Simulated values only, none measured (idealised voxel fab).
A process module follows: voxel self aligned vias.
Cross-section cut spans 260 nm and uses square cells 5 nm in size.
Each cross-section below is a grid of square cells, stated as bands in top-down order, with one or more rows of cells making up each band. Read a band's entry like this: the first values are the height of its top and the height of its bottom in nm, and what follows is the sequence of materials from left to right, each with its width in nm. Note that "empty" is empty space, and that a single material marked "throughout" reaches across the band from edge to edge. Height reference: 0 = level under which incoming wafer is all one material. Lowest band: no bottom, runs on downward, e.g. "0 -> down". Read "30->40" as a graded width: first number on top, second number at the bottom, same change between each pair of neighbouring rows. Where a step carries "nothing got changed", the cross-section came out of it unchanged, cell for cell. "Entrapped void list": sealed empty spaces, 8 cells or more, no open way to top, listed width x height at distance, with distance from the left edge and width, height and distance in nm. Heads up: the bit after the settings on a step's line is the simulator's remark on that step. A step line may carry the setting "overlay nm", which, for steps involving a mask, states the distance by which the mask lay to the right of its intended position; negative values denote displacement to the left.

LIST OF PLANNED PROCESS STEPS
1) RECEIVE,material Si
2) CONFORMAL_DEP,material SiO2,thk nm 10
3) CONFORMAL_DEP,material SiCN,thk nm 5
4) DIRECTIONAL_DEP,material lowk,thk nm 30
5) MASKED_ETCH,tone open,mask id LINES,width nm 25,pitch nm 60,etch materials lowk,depth nm 30,overlay nm 0
6) CONFORMAL_DEP,material TiN,thk nm 5
7) FILL_DEP,material Ru,thk nm 10
8) CMP,height nm 45
9) SELECTIVE_ETCH,etch materials W Ru TiN,depth nm 5
10) FILL_DEP,material SiN,thk nm 5
11) CMP,height nm 45
12) DIRECTIONAL_DEP,material lowk,thk nm 15
13) PATTERN,tone open,mask id VIAS,material resist,width nm 35,pitch nm 60,thk nm 15,overlay nm 0
14) DIRECTIONAL_ETCH,etch materials lowk,depth nm 15
15) DIRECTIONAL_ETCH,etch materials SiN,depth nm 5
16) STRIP,etch materials resist
17) CONFORMAL_DEP,material TiN,thk nm 5
18) FILL_DEP,material Cu,thk nm 10
19) CMP,height nm 60
20) CONFORMAL_DEP,material SiCN,thk nm 5

RECEIVED-STATE CROSS-SECTION, REFLECTING COMPLETION OF STEP 1
- 0 -> down | Si throughout
- Entrapped void list: none

SAME STARTING WAFER, SAME PLAN AS ABOVE, ONE MISTAKE IN THE EXECUTION; THIS IS THE CROSS-SECTION AT THE END OF THE MODULE
- 65 -> 60 | SiCN throughout
- 60 -> 50 | lowk: 50 / TiN: 5 / Cu: 25 / TiN: 5 / lowk: 25 / TiN: 5 / Cu: 25 / TiN: 5 / lowk: 25 / TiN: 5 / Cu: 25 / TiN: 5 / lowk: 55
- 50 -> 45 | lowk: 50 / TiN: 35 / lowk: 25 / TiN: 35 / lowk: 25 / TiN: 35 / lowk: 55
- 45 -> 40 | SiCN throughout
- 40 -> 10 | lowk throughout
- 10 -> 0 | SiO2 throughout
- 0 -> down | Si throughout
- Entrapped void list: none
So what did we get wrong on this run? steps 3 and 4 run out of order (swapped)
